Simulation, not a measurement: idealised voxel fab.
This is a process module. Its name is voxel wiring stack.
Each square cell in cross-section cut measures 5 nm, and the section as a whole is 165 nm wide.
Just so we're on the same page, the cross-sections are grids of square cells, and they're listed out in bands top to bottom, each band one or more rows deep. This entry defines a band. It first specifies the height of the band's top and the height of its bottom in nm, and then specifies the band's materials from left to right, stating each material with its width in nm. The word "throughout" identifies a single material that fills the band from edge to edge, while the word "air" identifies empty space. Where do heights start? At 0: under that level the wafer as delivered is made of one material only. And the lowest band has no floor; it just carries on downward, as in "from 0 down". The expression "30 to 40" gives the width at the extremes of the band, the first number at its top row of cells and the second at its bottom row, with the width changing by equal amounts from each row to the next in between. "no change" -> step changed no cross-section cell. The entry "Sealed void inventory" lists the empty spaces that cover at least 8 cells and have no open path to the top. Each is written as width x height at distance, where the distance is measured from the left edge and all three values are in nm. Past the settings on a step's line: simulator remark, on that step. overlay nm: step with mask; distance mask lay right of planned place; negative value = left of planned place.

Planned step list for the process
step 1: RECEIVE,material Si
step 2: CONFORMAL_DEP,material SiO2,thk nm 15
step 3: DIRECTIONAL_DEP,material TiN,thk nm 5
step 4: DIRECTIONAL_DEP,material W,thk nm 15
step 5: PATTERN,tone cover,mask id METAL_1,material resist,width nm 30,pitch nm 50,thk nm 15,overlay nm 0
step 6: DIRECTIONAL_ETCH,etch materials W,depth nm 15
step 7: DIRECTIONAL_ETCH,etch materials TiN,depth nm 5
step 8: STRIP,etch materials resist
step 9: FILL_DEP,material lowk,thk nm 5
step 10: CMP,height nm 35
step 11: CONFORMAL_DEP,material SiCN,thk nm 5
step 12: DIRECTIONAL_DEP,material SiO2,thk nm 25
step 13: MASKED_ETCH,tone open,mask id METAL_2_HOLES,width nm 15,pitch nm 50,etch materials SiO2,depth nm 25,overlay nm 0
step 14: PATTERN,tone open,mask id METAL_2,material resist,width nm 30,pitch nm 50,thk nm 15,overlay nm 0
step 15: DIRECTIONAL_ETCH,etch materials SiO2,depth nm 15
step 16: DIRECTIONAL_ETCH,etch materials SiCN,depth nm 5
step 17: STRIP,etch materials resist
step 18: CONFORMAL_DEP,material TiN,thk nm 5
step 19: FILL_DEP,material Cu,thk nm 5
step 20: CMP,height nm 65
step 21: CONFORMAL_DEP,material SiCN,thk nm 5
step 22: DIRECTIONAL_DEP,material lowk,thk nm 20
step 23: PATTERN,tone open,mask id PLUG_2,material resist,width nm 15,pitch nm 50,thk nm 15,overlay nm 0
step 24: DIRECTIONAL_ETCH,etch materials lowk,depth nm 20
step 25: DIRECTIONAL_ETCH,etch materials SiCN,depth nm 5
step 26: STRIP,etch materials resist
step 27: EPI,material Ru,thk nm 10
step 28: EPI,material Ru,thk nm 10
step 29: EPI,material Ru,thk nm 5
step 30: DIRECTIONAL_DEP,material TiN,thk nm 5
step 31: DIRECTIONAL_DEP,material Ru,thk nm 20
step 32: MASKED_ETCH,tone cover,mask id METAL_3,width nm 30,pitch nm 50,etch materials Ru,depth nm 20,overlay nm 0
step 33: MASKED_ETCH,tone cover,mask id METAL_3,width nm 30,pitch nm 50,etch materials TiN,depth nm 5,overlay nm 0
step 34: FILL_DEP,material SiO2,thk nm 5
step 35: CMP,height nm 115
step 36: CONFORMAL_DEP,material SiCN,thk nm 5
The wafers are alike at the start. At step 30, their thk nm differs. The plan lists the first wafer's value.

This is how the first of several wafers looked in cross-section when it arrived, which is after step 1
    from 0 down = Si throughout
    Sealed void inventory: none

End of the module, past its last step, step 36: how the first of several wafers looks in cross-section
    from 120 to 115 = SiCN throughout
    from 115 to 95 = 40 SiO2, 30 Ru, 20 SiO2, 30 Ru, 45 SiO2
    from 95 to 90 = 40 SiO2, 30 TiN, 20 SiO2, 30 TiN, 45 SiO2
    from 90 to 70 = 40 lowk, 15 Ru, 35 lowk, 15 Ru, 60 lowk
    from 70 to 65 = 40 SiCN, 15 Ru, 35 SiCN, 15 Ru, 60 SiCN
    from 65 to 55 = 40 SiO2, 5 TiN, 20 Cu, 5 TiN, 20 SiO2, 5 TiN, 20 Cu, 5 TiN, 45 SiO2
    from 55 to 50 = 40 SiO2, 5 TiN, 5 Cu, 20 TiN, 20 SiO2, 5 TiN, 5 Cu, 20 TiN, 45 SiO2
    from 50 to 40 = 40 SiO2, 5 TiN, 5 Cu, 5 TiN, 35 SiO2, 5 TiN, 5 Cu, 5 TiN, 60 SiO2
    from 40 to 35 = 40 SiCN, 15 TiN, 35 SiCN, 15 TiN, 60 SiCN
    from 35 to 20 = 40 lowk, 30 W, 20 lowk, 30 W, 45 lowk
    from 20 to 15 = 40 lowk, 30 TiN, 20 lowk, 30 TiN, 45 lowk
    from 15 to 0 = SiO2 throughout
    from 0 down = Si throughout
    Sealed void inventory: none

Wafer cross-section (last wafer, module end)
    from 120 to 115 = SiCN throughout
    from 115 to 110 = 40 SiO2, 30 Ru, 20 SiO2, 30 Ru, 45 SiO2
    from 110 to 105 = 40 SiO2, 30 TiN, 20 SiO2, 30 TiN, 45 SiO2
    from 105 to 90 = TiN throughout
    from 90 to 70 = 40 lowk, 15 Ru, 35 lowk, 15 Ru, 60 lowk
    from 70 to 65 = 40 SiCN, 15 Ru, 35 SiCN, 15 Ru, 60 SiCN
    from 65 to 55 = 40 SiO2, 5 TiN, 20 Cu, 5 TiN, 20 SiO2, 5 TiN, 20 Cu, 5 TiN, 45 SiO2
    from 55 to 50 = 40 SiO2, 5 TiN, 5 Cu, 20 TiN, 20 SiO2, 5 TiN, 5 Cu, 20 TiN, 45 SiO2
    from 50 to 40 = 40 SiO2, 5 TiN, 5 Cu, 5 TiN, 35 SiO2, 5 TiN, 5 Cu, 5 TiN, 60 SiO2
    from 40 to 35 = 40 SiCN, 15 TiN, 35 SiCN, 15 TiN, 60 SiCN
    from 35 to 20 = 40 lowk, 30 W, 20 lowk, 30 W, 45 lowk
    from 20 to 15 = 40 lowk, 30 TiN, 20 lowk, 30 TiN, 45 lowk
    from 15 to 0 = SiO2 throughout
    from 0 down = Si throughout
    Sealed void inventory: none

End of module, by wafer: material-by-material cell gain (+) or loss (-) since receipt, then closed voids
thk nm 5 | +22 Cu | +78 Ru | +87 SiCN | +321 SiO2 | +56 TiN | +36 W | +192 lowk | Sealed void inventory: none
thk nm 10 | +22 Cu | +66 Ru | +87 SiCN | +300 SiO2 | +89 TiN | +36 W | +192 lowk | Sealed void inventory: none
thk nm 15 | +22 Cu | +54 Ru | +87 SiCN | +279 SiO2 | +122 TiN | +36 W | +192 lowk | Sealed void inventory: none
thk nm 20 | +22 Cu | +42 Ru | +87 SiCN | +258 SiO2 | +155 TiN | +36 W | +192 lowk | Sealed void inventory: none
